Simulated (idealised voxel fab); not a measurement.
The name of this process module is voxel wiring stack.
The cross-section shown here is cut; it is 165 nm wide and divided into square cells measuring 5 nm on a side.
Think of the cross-section as a grid of square cells. We describe it in bands, top to bottom, and each band covers one or more rows of those cells.
Band: top and bottom heights (nm) first, top before bottom; then materials from left to right, widths in nm. "full width" marks a sole material filling the band edge to edge. "blank" denotes empty space.
Convention: height 0 is the level below which the wafer, as received, is all one material. The lowest band does not terminate at the bottom but continues downward, represented as "0..down".
You'd read "30->40" like this: the band's top row of cells is as wide as the first number, its bottom row is as wide as the second, and going down, every row changes width by the same amount as the row before did.
When a step is marked "no change", none of the cells in the cross-section changed during that step.
"Voids, enclosed": sealed empty spaces, 8 cells or more, no open way to top, listed width x height at distance, with distance from the left edge and width, height and distance in nm.
Read whatever lies past the settings on a step's line as the simulator's own remark about the step.
Steps that use a mask can have "overlay nm" on their line. It says how far the mask sat to the right of where it was meant to be. Negative means to the left.
-- These are the steps we planned for the process
- 1: RECEIVE, material Si
- 2: CONFORMAL_DEP, material SiO2, thk nm 10
- 3: CONFORMAL_DEP, material SiCN, thk nm 5
- 4: DIRECTIONAL_DEP, material SiO2, thk nm 25
- 5: DIRECTIONAL_DEP, material aC, thk nm 10
- 6: PATTERN, tone open, mask id METAL_1, material resist, width nm 30, pitch nm 45, thk nm 25, overlay nm 0
- 7: DIRECTIONAL_ETCH, etch materials aC, depth nm 10
- 8: STRIP, etch materials resist
- 9: DIRECTIONAL_ETCH, etch materials SiO2, depth nm 25
- 10: DIRECTIONAL_ETCH, etch materials SiCN, depth nm 5
- 11: STRIP, etch materials aC
- 12: CONFORMAL_DEP, material TiN, thk nm 5
- 13: FILL_DEP, material W, thk nm 5
- 14: CMP, height nm 40
- 15: CONFORMAL_DEP, material SiCN, thk nm 5
- 16: DIRECTIONAL_DEP, material lowk, thk nm 15
- 17: DIRECTIONAL_DEP, material aC, thk nm 15
- 18: PATTERN, tone open, mask id PLUG_1, material resist, width nm 15, pitch nm 90, thk nm 35, overlay nm 0
- 19: DIRECTIONAL_ETCH, etch materials aC, depth nm 15
- 20: STRIP, etch materials resist
- 21: DIRECTIONAL_ETCH, etch materials lowk, depth nm 15
- 22: DIRECTIONAL_ETCH, etch materials SiCN, depth nm 5
- 23: STRIP, etch materials aC
- 24: EPI, material Ru, thk nm 10
- 25: EPI, material Ru, thk nm 10
- 26: DIRECTIONAL_DEP, material TiN, thk nm 5
- 27: DIRECTIONAL_DEP, material W, thk nm 25
- 28: MASKED_ETCH, tone cover, mask id METAL_2, width nm 30, pitch nm 45, etch materials W, depth nm 25, overlay nm 0
- 29: MASKED_ETCH, tone cover, mask id METAL_2, width nm 30, pitch nm 45, etch materials TiN, depth nm 5, overlay nm 0
- 30: CONFORMAL_DEP, material SiCN, thk nm 5
- 31: FILL_DEP, material SiO2, thk nm 5
- 32: CMP, height nm 90
- 33: CONFORMAL_DEP, material SiCN, thk nm 5
- 34: DIRECTIONAL_DEP, material lowk, thk nm 25
- 35: DIRECTIONAL_DEP, material aC, thk nm 15
- 36: PATTERN, tone open, mask id METAL_3_HOLES, material resist, width nm 15, pitch nm 45, thk nm 35, overlay nm 0
- 37: DIRECTIONAL_ETCH, etch materials aC, depth nm 15
- 38: STRIP, etch materials resist
- 39: DIRECTIONAL_ETCH, etch materials lowk, depth nm 25
- 40: STRIP, etch materials aC
- 41: PATTERN, tone open, mask id METAL_3, material resist, width nm 30, pitch nm 45, thk nm 15, overlay nm 0
- 42: DIRECTIONAL_ETCH, etch materials lowk, depth nm 15
- 43: DIRECTIONAL_ETCH, etch materials SiCN, depth nm 5
- 44: STRIP, etch materials resist
- 45: CONFORMAL_DEP, material TiN, thk nm 5
- 46: FILL_DEP, material Cu, thk nm 5
- 47: CMP, height nm 120
- 48: CONFORMAL_DEP, material SiCN, thk nm 5
-- as received, after step 1
  0..down  Si full width
  Voids, enclosed: none
-- One mistake in running the module, otherwise start and plan as above: cross-section at the end
  125..120  SiCN full width
  120..110  lowk 20 nm | TiN 5 nm | Cu 20 nm | TiN 5 nm | lowk 15 nm | TiN 5 nm | Cu 20 nm | TiN 5 nm | lowk 15 nm | TiN 5 nm | Cu 20 nm | TiN 5 nm | lowk 25 nm
  110..105  lowk 20 nm | TiN 5 nm | Cu 5 nm | TiN 20 nm | lowk 15 nm | TiN 5 nm | Cu 5 nm | TiN 20 nm | lowk 15 nm | TiN 5 nm | Cu 5 nm | TiN 20 nm | lowk 25 nm
  105..95  lowk 20 nm | TiN 5 nm | Cu 5 nm | TiN 5 nm | lowk 30 nm | TiN 5 nm | Cu 5 nm | TiN 5 nm | lowk 30 nm | TiN 5 nm | Cu 5 nm | TiN 5 nm | lowk 40 nm
  95..90  SiCN 20 nm | TiN 15 nm | SiCN 30 nm | TiN 15 nm | SiCN 30 nm | TiN 15 nm | SiCN 40 nm
  90..65  SiO2 15 nm | SiCN 5 nm | W 30 nm | SiCN 5 nm | SiO2 5 nm | SiCN 5 nm | W 30 nm | SiCN 5 nm | SiO2 5 nm | SiCN 5 nm | W 30 nm | SiCN 5 nm | SiO2 20 nm
  65..60  SiCN 20 nm | TiN 30 nm | SiCN 15 nm | TiN 30 nm | SiCN 15 nm | TiN 30 nm | SiCN 25 nm
  60..45  lowk 20 nm | Ru 15 nm | lowk 75 nm | Ru 15 nm | lowk 40 nm
  45..40  SiCN 20 nm | Ru 15 nm | SiCN 75 nm | Ru 15 nm | SiCN 40 nm
  40..35  TiN 25 nm | W 20 nm | TiN 25 nm | W 20 nm | TiN 25 nm | W 20 nm | TiN 30 nm
  35..15  SiO2 20 nm | TiN 5 nm | W 20 nm | TiN 5 nm | SiO2 15 nm | TiN 5 nm | W 20 nm | TiN 5 nm | SiO2 15 nm | TiN 5 nm | W 20 nm | TiN 5 nm | SiO2 25 nm
  15..10  SiO2 20 nm | TiN 30 nm | SiO2 15 nm | TiN 30 nm | SiO2 15 nm | TiN 30 nm | SiO2 25 nm
  10..0  SiO2 full width
  0..down  Si full width
  Voids, enclosed: none
Finding, execution versus plan: step 3 of the plan: omitted, not performed
